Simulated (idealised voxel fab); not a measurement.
process module | voxel self aligned contacts
cross-section cut | 265 nm wide | cells 5 nm
A cross-section is a grid of square cells, given in bands from the top down. A band is one or more rows of cells.
Each band's line starts with the height of the band's top and of its bottom, in nm. Then come its materials from left to right, each with its width in nm. One material with "throughout" fills the band from edge to edge. "air" is empty space.
Height 0 is the level under which the wafer as received is all one material. The lowest band goes on downwards, as in "0 down".
A width such as "30 to 40" changes by the same amount from each row of cells to the next, from the band's top row to its bottom row.
"no change" after a step means that no cell of the cross-section changed.
closed voids: empty space of 8 cells or more with no open way to the top, each as width x height at its distance from the left edge, in nm
after a step's settings: what the simulator itself notes on the step
overlay nm, on a step with a mask: how far to the right of its planned place the mask lay; to the left if negative
plan
1 op RECEIVE | material Si
2 op OXIDIZE | depth nm 5
3 op DIRECTIONAL_DEP | material polySi | thk nm 20
4 op DIRECTIONAL_DEP | material SiN | thk nm 15
5 op PATTERN | tone cover | mask id GATE | material resist | width nm 35 | pitch nm 70 | thk nm 20 | overlay nm 0
6 op DIRECTIONAL_ETCH | etch materials SiN | depth nm 15
7 op DIRECTIONAL_ETCH | etch materials polySi | depth nm 20
8 op STRIP | etch materials resist
9 op CONFORMAL_DEP | material SiN | thk nm 5
10 op DIRECTIONAL_ETCH | etch materials SiN | depth nm 5
11 op FILL_DEP | material SiO2 | thk nm 15
12 op CMP | height nm 40
13 op PATTERN | tone open | mask id CONTACT | material resist | width nm 45 | thk nm 15 | overlay nm 0
14 op DIRECTIONAL_ETCH | etch materials SiO2 | depth nm 45
15 op STRIP | etch materials resist
16 op CONFORMAL_DEP | material TiN | thk nm 5
17 op FILL_DEP | material Ru | thk nm 5
18 op CMP | height nm 40
19 op CONFORMAL_DEP | material SiN | thk nm 5
as received, after step 1
  0 down: Si throughout
  closed voids: none
a wafer at the end: this start, this plan, one mistake
  45 to 40: SiN throughout
  40 to 35: SiO2 110 | TiN 5 | Ru 15 | TiN 25 | SiO2 110
  35 to 20: SiO2 65 | SiN 45 | TiN 5 | Ru 15 | TiN 5 | SiN 45 | SiO2 85
  20 to 0: SiO2 65 | SiN 5 | polySi 35 | SiN 5 | TiN 5 | Ru 15 | TiN 5 | SiN 5 | polySi 35 | SiN 5 | SiO2 85
  0 to -5: SiO2 110 | TiN 25 | SiO2 130
  -5 down: Si throughout
  closed voids: none
what went wrong: step 5 ran as: op PATTERN | tone cover | mask id GATE | material resist | width nm 35 | pitch nm 70 | thk nm 20 | overlay nm -10
